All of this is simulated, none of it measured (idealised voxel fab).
Herein follows the process module entitled voxel capacitor over wiring.
170 nm wide, 5 nm square cells: that's cross-section cut.
Cross-section = grid of square cells, listed top down in bands; band = one or more rows.
For a band, the entry starts with two heights in nm, that of the top and then that of the bottom, and carries on with the band's materials in order from left to right, each alongside its width in nm; the word "throughout" beside a single material means it fills the band edge to edge, and "empty" means empty space.
Height datum 0, below which the as-received substrate wafer is one material. Lowest band open at the bottom, running downward: "0 down".
The width entry "30..40" should be interpreted row by row: the top row of cells in the band takes the first number, the bottom row takes the second number, and the change between adjacent rows is uniform throughout.
Key: "no change" - step with no changed cell in the cross-section.
What "Enclosed empty spaces" gives you is every empty space of 8 cells or more that is cut off from the top. Each appears as width x height at distance, with the distance taken from the left edge and width, height and distance all in nm.
after a step's settings: what the simulator itself notes on the step
overlay nm: step with mask; distance mask lay right of planned place; negative value = left of planned place.

List of planned process steps
- 1: RECEIVE with material Si
- 2: CONFORMAL_DEP with material SiO2, thk nm 10
- 3: DIRECTIONAL_DEP with material TiN, thk nm 5
- 4: DIRECTIONAL_DEP with material Ru, thk nm 15
- 5: DIRECTIONAL_DEP with material aC, thk nm 15
- 6: PATTERN with tone cover, mask id METAL_1, material resist, width nm 20, pitch nm 80, thk nm 35, overlay nm 0
- 7: DIRECTIONAL_ETCH with etch materials aC, depth nm 15
- 8: STRIP with etch materials resist
- 9: DIRECTIONAL_ETCH with etch materials Ru, depth nm 15
- 10: DIRECTIONAL_ETCH with etch materials TiN, depth nm 5
- 11: STRIP with etch materials aC
- 12: FILL_DEP with material SiO2, thk nm 10
- 13: CMP with height nm 30
- 14: CONFORMAL_DEP with material SiCN, thk nm 5
- 15: DIRECTIONAL_DEP with material lowk, thk nm 15
- 16: DIRECTIONAL_DEP with material aC, thk nm 15
- 17: PATTERN with tone open, mask id PLUG_1, material resist, width nm 15, thk nm 30, overlay nm 0
- 18: DIRECTIONAL_ETCH with etch materials aC, depth nm 15
- 19: STRIP with etch materials resist
- 20: DIRECTIONAL_ETCH with etch materials lowk, depth nm 15
- 21: DIRECTIONAL_ETCH with etch materials SiCN, depth nm 5
- 22: STRIP with etch materials aC
- 23: CONFORMAL_DEP with material TiN, thk nm 5
- 24: FILL_DEP with material W, thk nm 5
- 25: CMP with height nm 50
- 26: DIRECTIONAL_DEP with material TiN, thk nm 10
- 27: DIRECTIONAL_DEP with material SiN, thk nm 5
- 28: DIRECTIONAL_DEP with material TiN, thk nm 10
- 29: MASKED_ETCH with tone cover, mask id UPPER_PLATE, width nm 65, etch materials TiN, depth nm 10, overlay nm 0
- 30: MASKED_ETCH with tone cover, mask id UPPER_PLATE, width nm 65, etch materials SiN, depth nm 5, overlay nm 0
- 31: PATTERN with tone cover, mask id LOWER_PLATE, material resist, width nm 75, thk nm 20, overlay nm 0
- 32: DIRECTIONAL_ETCH with etch materials TiN, depth nm 10
- 33: STRIP with etch materials resist
- 34: FILL_DEP with material SiO2, thk nm 15
- 35: CMP with height nm 85
- 36: DIRECTIONAL_DEP with material aC, thk nm 15
- 37: PATTERN with tone open, mask id PLUG_2, material resist, width nm 15, thk nm 30, overlay nm 0
- 38: DIRECTIONAL_ETCH with etch materials aC, depth nm 15
- 39: STRIP with etch materials resist
- 40: DIRECTIONAL_ETCH with etch materials SiO2, depth nm 10
- 41: STRIP with etch materials aC
- 42: CONFORMAL_DEP with material TiN, thk nm 5
- 43: FILL_DEP with material Cu, thk nm 5
- 44: CMP with height nm 85
- 45: CONFORMAL_DEP with material SiN, thk nm 5

So, the first of our two wafers, run just as we planned it

Cross-section: wafer on arrival = after step 1
	0 down | Si throughout
	Enclosed empty spaces: none

Cross-sectional representation of the wafer at the conclusion of step 2
	10 to 0 | SiO2 throughout
	At heights below 0, the structure remains unaltered.

Cross-sectional representation of the wafer at the conclusion of step 3
	15 to 10 | TiN throughout
	At heights below 10, the structure remains unaltered.

Cross-sectional representation of the wafer at the conclusion of step 4
	30 to 15 | Ru throughout
	At heights below 15, the structure remains unaltered.

Cross-sectional representation of the wafer at the conclusion of step 5
	45 to 30 | aC throughout
	At heights below 30, the structure remains unaltered.

Cross-sectional representation of the wafer at the conclusion of step 6
	80 to 45 | 35 nm empty | 20 nm resist | 60 nm empty | 20 nm resist | 35 nm empty
	At heights below 45, the structure remains unaltered.

Cross-sectional representation of the wafer at the conclusion of step 7
	65 to 45 | 35 nm empty | 20 nm resist | 60 nm empty | 20 nm resist | 35 nm empty
	45 to 30 | 35 nm empty | 20 nm aC | 60 nm empty | 20 nm aC | 35 nm empty
	At heights below 30, the structure remains unaltered.

Cross-sectional representation of the wafer at the conclusion of step 8
	45 to 30 | 35 nm empty | 20 nm aC | 60 nm empty | 20 nm aC | 35 nm empty
	At heights below 30, the structure remains unaltered.

Cross-sectional representation of the wafer at the conclusion of step 9
	45 to 30 | 35 nm empty | 20 nm aC | 60 nm empty | 20 nm aC | 35 nm empty
	30 to 15 | 35 nm empty | 20 nm Ru | 60 nm empty | 20 nm Ru | 35 nm empty
	At heights below 15, the structure remains unaltered.

Cross-sectional representation of the wafer at the conclusion of step 10
	45 to 30 | 35 nm empty | 20 nm aC | 60 nm empty | 20 nm aC | 35 nm empty
	30 to 15 | 35 nm empty | 20 nm Ru | 60 nm empty | 20 nm Ru | 35 nm empty
	15 to 10 | 35 nm empty | 20 nm TiN | 60 nm empty | 20 nm TiN | 35 nm empty
	At heights below 10, the structure remains unaltered.

Cross-sectional representation of the wafer at the conclusion of step 11
	30 to 15 | 35 nm empty | 20 nm Ru | 60 nm empty | 20 nm Ru | 35 nm empty
	At heights below 15, the structure remains unaltered.

Cross-sectional representation of the wafer at the conclusion of step 12
	40 to 30 | SiO2 throughout
	30 to 15 | 35 nm SiO2 | 20 nm Ru | 60 nm SiO2 | 20 nm Ru | 35 nm SiO2
	15 to 10 | 35 nm SiO2 | 20 nm TiN | 60 nm SiO2 | 20 nm TiN | 35 nm SiO2
	At heights below 10, the structure remains unaltered.

Cross-sectional representation of the wafer at the conclusion of step 13
	30 to 15 | 35 nm SiO2 | 20 nm Ru | 60 nm SiO2 | 20 nm Ru | 35 nm SiO2
	At heights below 15, the structure remains unaltered.

Cross-sectional representation of the wafer at the conclusion of step 14
	35 to 30 | SiCN throughout
	At heights below 30, the structure remains unaltered.

Cross-sectional representation of the wafer at the conclusion of step 15
	50 to 35 | lowk throughout
	At heights below 35, the structure remains unaltered.

Cross-sectional representation of the wafer at the conclusion of step 16
	65 to 50 | aC throughout
	At heights below 50, the structure remains unaltered.

Cross-sectional representation of the wafer at the conclusion of step 17
	95 to 65 | 40 nm resist | 15 nm empty | 115 nm resist
	At heights below 65, the structure remains unaltered.

Cross-sectional representation of the wafer at the conclusion of step 18
	80 to 65 | 40 nm resist | 15 nm empty | 115 nm resist
	65 to 50 | 40 nm aC | 15 nm empty | 115 nm aC
	At heights below 50, the structure remains unaltered.

Cross-sectional representation of the wafer at the conclusion of step 19
	65 to 50 | 40 nm aC | 15 nm empty | 115 nm aC
	At heights below 50, the structure remains unaltered.

Cross-sectional representation of the wafer at the conclusion of step 20
	65 to 50 | 40 nm aC | 15 nm empty | 115 nm aC
	50 to 35 | 40 nm lowk | 15 nm empty | 115 nm lowk
	At heights below 35, the structure remains unaltered.

Cross-sectional representation of the wafer at the conclusion of step 21
	65 to 50 | 40 nm aC | 15 nm empty | 115 nm aC
	50 to 35 | 40 nm lowk | 15 nm empty | 115 nm lowk
	35 to 30 | 40 nm SiCN | 15 nm empty | 115 nm SiCN
	At heights below 30, the structure remains unaltered.

Cross-sectional representation of the wafer at the conclusion of step 22
	50 to 35 | 40 nm lowk | 15 nm empty | 115 nm lowk
	At heights below 35, the structure remains unaltered.

Cross-sectional representation of the wafer at the conclusion of step 23
	55 to 50 | 45 nm TiN | 5 nm empty | 120 nm TiN
	50 to 35 | 40 nm lowk | 5 nm TiN | 5 nm empty | 5 nm TiN | 115 nm lowk
	35 to 30 | 40 nm SiCN | 15 nm TiN | 115 nm SiCN
	At heights below 30, the structure remains unaltered.

Cross-sectional representation of the wafer at the conclusion of step 24
	60 to 55 | W throughout
	55 to 50 | 45 nm TiN | 5 nm W | 120 nm TiN
	50 to 35 | 40 nm lowk | 5 nm TiN | 5 nm W | 5 nm TiN | 115 nm lowk
	At heights below 35, the structure remains unaltered.

Cross-sectional representation of the wafer at the conclusion of step 25
	50 to 35 | 40 nm lowk | 5 nm TiN | 5 nm W | 5 nm TiN | 115 nm lowk
	At heights below 35, the structure remains unaltered.

Cross-sectional representation of the wafer at the conclusion of step 26
	60 to 50 | TiN throughout
	At heights below 50, the structure remains unaltered.

Cross-sectional representation of the wafer at the conclusion of step 27
	65 to 60 | SiN throughout
	At heights below 60, the structure remains unaltered.

Cross-sectional representation of the wafer at the conclusion of step 28
	75 to 65 | TiN throughout
	At heights below 65, the structure remains unaltered.

Cross-sectional representation of the wafer at the conclusion of step 29
	75 to 65 | 40 nm empty | 65 nm TiN | 65 nm empty
	At heights below 65, the structure remains unaltered.

Cross-sectional representation of the wafer at the conclusion of step 30
	75 to 65 | 40 nm empty | 65 nm TiN | 65 nm empty
	65 to 60 | 40 nm empty | 65 nm SiN | 65 nm empty
	At heights below 60, the structure remains unaltered.

Cross-sectional representation of the wafer at the conclusion of step 31
	95 to 75 | 35 nm empty | 75 nm resist | 60 nm empty
	75 to 65 | 35 nm empty | 5 nm resist | 65 nm TiN | 5 nm resist | 60 nm empty
	65 to 60 | 35 nm empty | 5 nm resist | 65 nm SiN | 5 nm resist | 60 nm empty
	At heights below 60, the structure remains unaltered.

Cross-sectional representation of the wafer at the conclusion of step 32
	95 to 75 | 35 nm empty | 75 nm resist | 60 nm empty
	75 to 65 | 35 nm empty | 5 nm resist | 65 nm TiN | 5 nm resist | 60 nm empty
	65 to 60 | 35 nm empty | 5 nm resist | 65 nm SiN | 5 nm resist | 60 nm empty
	60 to 50 | 35 nm empty | 75 nm TiN | 60 nm empty
	At heights below 50, the structure remains unaltered.

Cross-sectional representation of the wafer at the conclusion of step 33
	75 to 65 | 40 nm empty | 65 nm TiN | 65 nm empty
	65 to 60 | 40 nm empty | 65 nm SiN | 65 nm empty
	At heights below 60, the structure remains unaltered.

Cross-sectional representation of the wafer at the conclusion of step 34
	90 to 75 | SiO2 throughout
	75 to 65 | 40 nm SiO2 | 65 nm TiN | 65 nm SiO2
	65 to 60 | 40 nm SiO2 | 65 nm SiN | 65 nm SiO2
	60 to 50 | 35 nm SiO2 | 75 nm TiN | 60 nm SiO2
	At heights below 50, the structure remains unaltered.

Cross-sectional representation of the wafer at the conclusion of step 35
	85 to 75 | SiO2 throughout
	At heights below 75, the structure remains unaltered.

Cross-sectional representation of the wafer at the conclusion of step 36
	100 to 85 | aC throughout
	At heights below 85, the structure remains unaltered.

Cross-sectional representation of the wafer at the conclusion of step 37
	130 to 100 | 50 nm resist | 15 nm empty | 105 nm resist
	At heights below 100, the structure remains unaltered.

Cross-sectional representation of the wafer at the conclusion of step 38
	115 to 100 | 50 nm resist | 15 nm empty | 105 nm resist
	100 to 85 | 50 nm aC | 15 nm empty | 105 nm aC
	At heights below 85, the structure remains unaltered.

Cross-sectional representation of the wafer at the conclusion of step 39
	100 to 85 | 50 nm aC | 15 nm empty | 105 nm aC
	At heights below 85, the structure remains unaltered.

Cross-sectional representation of the wafer at the conclusion of step 40
	100 to 85 | 50 nm aC | 15 nm empty | 105 nm aC
	85 to 75 | 50 nm SiO2 | 15 nm empty | 105 nm SiO2
	At heights below 75, the structure remains unaltered.

Cross-sectional representation of the wafer at the conclusion of step 41
	85 to 75 | 50 nm SiO2 | 15 nm empty | 105 nm SiO2
	At heights below 75, the structure remains unaltered.

Cross-sectional representation of the wafer at the conclusion of step 42
	90 to 85 | 55 nm TiN | 5 nm empty | 110 nm TiN
	85 to 80 | 50 nm SiO2 | 5 nm TiN | 5 nm empty | 5 nm TiN | 105 nm SiO2
	80 to 75 | 50 nm SiO2 | 15 nm TiN | 105 nm SiO2
	At heights below 75, the structure remains unaltered.

Cross-sectional representation of the wafer at the conclusion of step 43
	95 to 90 | Cu throughout
	90 to 85 | 55 nm TiN | 5 nm Cu | 110 nm TiN
	85 to 80 | 50 nm SiO2 | 5 nm TiN | 5 nm Cu | 5 nm TiN | 105 nm SiO2
	At heights below 80, the structure remains unaltered.

Cross-sectional representation of the wafer at the conclusion of step 44
	85 to 80 | 50 nm SiO2 | 5 nm TiN | 5 nm Cu | 5 nm TiN | 105 nm SiO2
	At heights below 80, the structure remains unaltered.

Cross-sectional representation of the wafer at the conclusion of step 45
	90 to 85 | SiN throughout
	At heights below 85, the structure remains unaltered.

Now the other wafer: same start, same recipe, but we messed up one thing when running it. Up to and including step 18 it's the same as the first one

Planned end of step 19: second wafer, cross-section
	65 to 50 | 40 nm aC | 15 nm empty | 115 nm aC
	At heights below 50, the structure remains unaltered.

Planned end of step 20: second wafer, cross-section
	65 to 50 | 40 nm aC | 15 nm empty | 115 nm aC
	50 to 35 | 40 nm lowk | 15 nm empty | 115 nm lowk
	At heights below 35, the structure remains unaltered.

Planned end of step 21: second wafer, cross-section
	65 to 50 | 40 nm aC | 15 nm empty | 115 nm aC
	50 to 35 | 40 nm lowk | 15 nm empty | 115 nm lowk
	35 to 30 | 40 nm SiCN | 15 nm empty | 115 nm SiCN
	At heights below 30, the structure remains unaltered.

Planned end of step 22: second wafer, cross-section
	50 to 35 | 40 nm lowk | 15 nm empty | 115 nm lowk
	At heights below 35, the structure remains unaltered.

Planned end of step 23: second wafer, cross-section
	55 to 50 | 45 nm TiN | 5 nm empty | 120 nm TiN
	50 to 35 | 40 nm lowk | 5 nm TiN | 5 nm empty | 5 nm TiN | 115 nm lowk
	35 to 30 | 40 nm SiCN | 15 nm TiN | 115 nm SiCN
	At heights below 30, the structure remains unaltered.

Planned end of step 24: second wafer, cross-section
	60 to 55 | W throughout
	55 to 50 | 45 nm TiN | 5 nm W | 120 nm TiN
	50 to 35 | 40 nm lowk | 5 nm TiN | 5 nm W | 5 nm TiN | 115 nm lowk
	At heights below 35, the structure remains unaltered.

Planned end of step 25: second wafer, cross-section
	50 to 35 | 40 nm lowk | 5 nm TiN | 5 nm W | 5 nm TiN | 115 nm lowk
	At heights below 35, the structure remains unaltered.

Planned end of step 26: second wafer, cross-section
	60 to 50 | TiN throughout
	At heights below 50, the structure remains unaltered.

Planned end of step 27: second wafer, cross-section
	65 to 60 | SiN throughout
	At heights below 60, the structure remains unaltered.

Planned end of step 28: second wafer, cross-section
	75 to 65 | TiN throughout
	At heights below 65, the structure remains unaltered.

Planned end of step 29: second wafer, cross-section
	75 to 65 | 40 nm empty | 65 nm TiN | 65 nm empty
	At heights below 65, the structure remains unaltered.

Planned end of step 30: second wafer, cross-section
	75 to 65 | 40 nm empty | 65 nm TiN | 65 nm empty
	65 to 60 | 40 nm empty | 65 nm SiN | 65 nm empty
	At heights below 60, the structure remains unaltered.

Planned end of step 31: second wafer, cross-section
	95 to 75 | 35 nm empty | 75 nm resist | 60 nm empty
	75 to 65 | 35 nm empty | 5 nm resist | 65 nm TiN | 5 nm resist | 60 nm empty
	65 to 60 | 35 nm empty | 5 nm resist | 65 nm SiN | 5 nm resist | 60 nm empty
	At heights below 60, the structure remains unaltered.

Planned end of step 32: second wafer, cross-section
	95 to 75 | 35 nm empty | 75 nm resist | 60 nm empty
	75 to 65 | 35 nm empty | 5 nm resist | 65 nm TiN | 5 nm resist | 60 nm empty
	65 to 60 | 35 nm empty | 5 nm resist | 65 nm SiN | 5 nm resist | 60 nm empty
	60 to 50 | 35 nm empty | 75 nm TiN | 60 nm empty
	At heights below 50, the structure remains unaltered.

Planned end of step 33: second wafer, cross-section
	75 to 65 | 40 nm empty | 65 nm TiN | 65 nm empty
	65 to 60 | 40 nm empty | 65 nm SiN | 65 nm empty
	At heights below 60, the structure remains unaltered.

Planned end of step 34: second wafer, cross-section
	90 to 75 | SiO2 throughout
	75 to 65 | 40 nm SiO2 | 65 nm TiN | 65 nm SiO2
	65 to 60 | 40 nm SiO2 | 65 nm SiN | 65 nm SiO2
	60 to 50 | 35 nm SiO2 | 75 nm TiN | 60 nm SiO2
	At heights below 50, the structure remains unaltered.

Planned end of step 35: second wafer, cross-section
	85 to 75 | SiO2 throughout
	At heights below 75, the structure remains unaltered.

Planned end of step 36: second wafer, cross-section
	100 to 85 | aC throughout
	At heights below 85, the structure remains unaltered.

Planned end of step 37: second wafer, cross-section
	130 to 100 | 50 nm resist | 15 nm empty | 105 nm resist
	At heights below 100, the structure remains unaltered.

Planned end of step 38: second wafer, cross-section
	115 to 100 | 50 nm resist | 15 nm empty | 105 nm resist
	100 to 85 | 50 nm aC | 15 nm empty | 105 nm aC
	At heights below 85, the structure remains unaltered.

Planned end of step 39: second wafer, cross-section
	100 to 85 | 50 nm aC | 15 nm empty | 105 nm aC
	At heights below 85, the structure remains unaltered.

Planned end of step 40: second wafer, cross-section
	100 to 85 | 50 nm aC | 15 nm empty | 105 nm aC
	85 to 75 | 50 nm SiO2 | 15 nm empty | 105 nm SiO2
	At heights below 75, the structure remains unaltered.

Planned end of step 41: second wafer, cross-section
	85 to 75 | 50 nm SiO2 | 15 nm empty | 105 nm SiO2
	At heights below 75, the structure remains unaltered.

Planned end of step 42: second wafer, cross-section
	90 to 85 | 55 nm TiN | 5 nm empty | 110 nm TiN
	85 to 80 | 50 nm SiO2 | 5 nm TiN | 5 nm empty | 5 nm TiN | 105 nm SiO2
	80 to 75 | 50 nm SiO2 | 15 nm TiN | 105 nm SiO2
	At heights below 75, the structure remains unaltered.

Planned end of step 43: second wafer, cross-section
	95 to 90 | Cu throughout
	90 to 85 | 55 nm TiN | 5 nm Cu | 110 nm TiN
	85 to 80 | 50 nm SiO2 | 5 nm TiN | 5 nm Cu | 5 nm TiN | 105 nm SiO2
	At heights below 80, the structure remains unaltered.

Planned end of step 44: second wafer, cross-section
	85 to 80 | 50 nm SiO2 | 5 nm TiN | 5 nm Cu | 5 nm TiN | 105 nm SiO2
	At heights below 80, the structure remains unaltered.

Planned end of step 45: second wafer, cross-section
	90 to 85 | SiN throughout
	At heights below 85, the structure remains unaltered.
Short version of what went wrong: it should be noted that step 19 of the plan was executed twice
The two wafers wind up with the same cross-section at the end, so whatever this model computes is the same despite the mistake.
